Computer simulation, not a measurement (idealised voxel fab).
Process module heading - voxel air gaps
We display cut, a cross-section 250 nm in width whose square cells are each 5 nm.
If you're reading a cross-section in this doc, picture square cells in a grid; it comes to you as bands, top ones listed first down to the bottom, and a band can be one or more rows of cells. Top height, bottom height, nm. Materials left to right, width each, nm. Single material + "everywhere" = fills band edge to edge. "blank" = empty. Height 0 is the level under which the wafer as received is all one material. The lowest band goes on downwards, as in "top 0, no bottom". So if you see something like "30..40" for the width, read it as the top row of the band sitting at the first number and the bottom row at the second, with every row in between moving by the same amount as the last. The cross-section has no changed cell in any step marked "no alterations made". Any empty space of 8 cells or more lacking an open way to the top shows up in "Catalogued sealed voids" as width x height at distance, distance from the left edge, in nm. That trailing text on a step's line, after the settings, is the simulator's own remark on the step. The setting "overlay nm" may be written on the line of a step. When the step uses a mask, the value reports how far to the right of the planned place the mask lay, and a negative value reports that it lay to the left.
## Process steps foreseen in the plan
1: RECEIVE: material Si
2: CONFORMAL_DEP: material SiO2, thk nm 10
3: CONFORMAL_DEP: material SiN, thk nm 5
4: DIRECTIONAL_DEP: material SiO2, thk nm 30
5: PATTERN: tone open, mask id LINES, material resist, width nm 25, pitch nm 55, thk nm 20, overlay nm 0
6: DIRECTIONAL_ETCH: etch materials SiO2, depth nm 30
7: STRIP: etch materials resist
8: CONFORMAL_DEP: material TiN, thk nm 5
9: FILL_DEP: material W, thk nm 5
10: CMP: height nm 45
11: EPI: material Ru, thk nm 10
12: SELECTIVE_ETCH: etch materials SiO2, depth nm 40
13: CONFORMAL_DEP: material SiCN, thk nm 5
## As-received state of the wafer in cross-section, equivalent to post-step 1
* top 0, no bottom = Si everywhere
* Catalogued sealed voids: none
## The module was run from the start shown above using the plan shown above, but one mistake was made doing it; the resulting wafer cross-section is below
* top 70, bottom 65 = blank 5  SiCN 240  blank 5
* top 65, bottom 45 = blank 5  SiCN 5  Ru 230  SiCN 5  blank 5
* top 45, bottom 40 = blank 5  SiCN 25  TiN 5  W 15  TiN 5  SiO2 30  TiN 5  W 15  TiN 5  SiO2 30  TiN 5  W 15  TiN 5  SiO2 30  TiN 5  W 15  TiN 5  SiCN 25  blank 5
* top 40, bottom 20 = blank 25  SiCN 5  TiN 5  W 15  TiN 5  SiO2 30  TiN 5  W 15  TiN 5  SiO2 30  TiN 5  W 15  TiN 5  SiO2 30  TiN 5  W 15  TiN 5  SiCN 5  blank 25
* top 20, bottom 15 = SiCN 30  TiN 25  SiO2 30  TiN 25  SiO2 30  TiN 25  SiO2 30  TiN 25  SiCN 30
* top 15, bottom 10 = SiN everywhere
* top 10, bottom 0 = SiO2 everywhere
* top 0, no bottom = Si everywhere
* Catalogued sealed voids: none
Where did the run depart from the plan? regarding the plan, step 11 was run twice
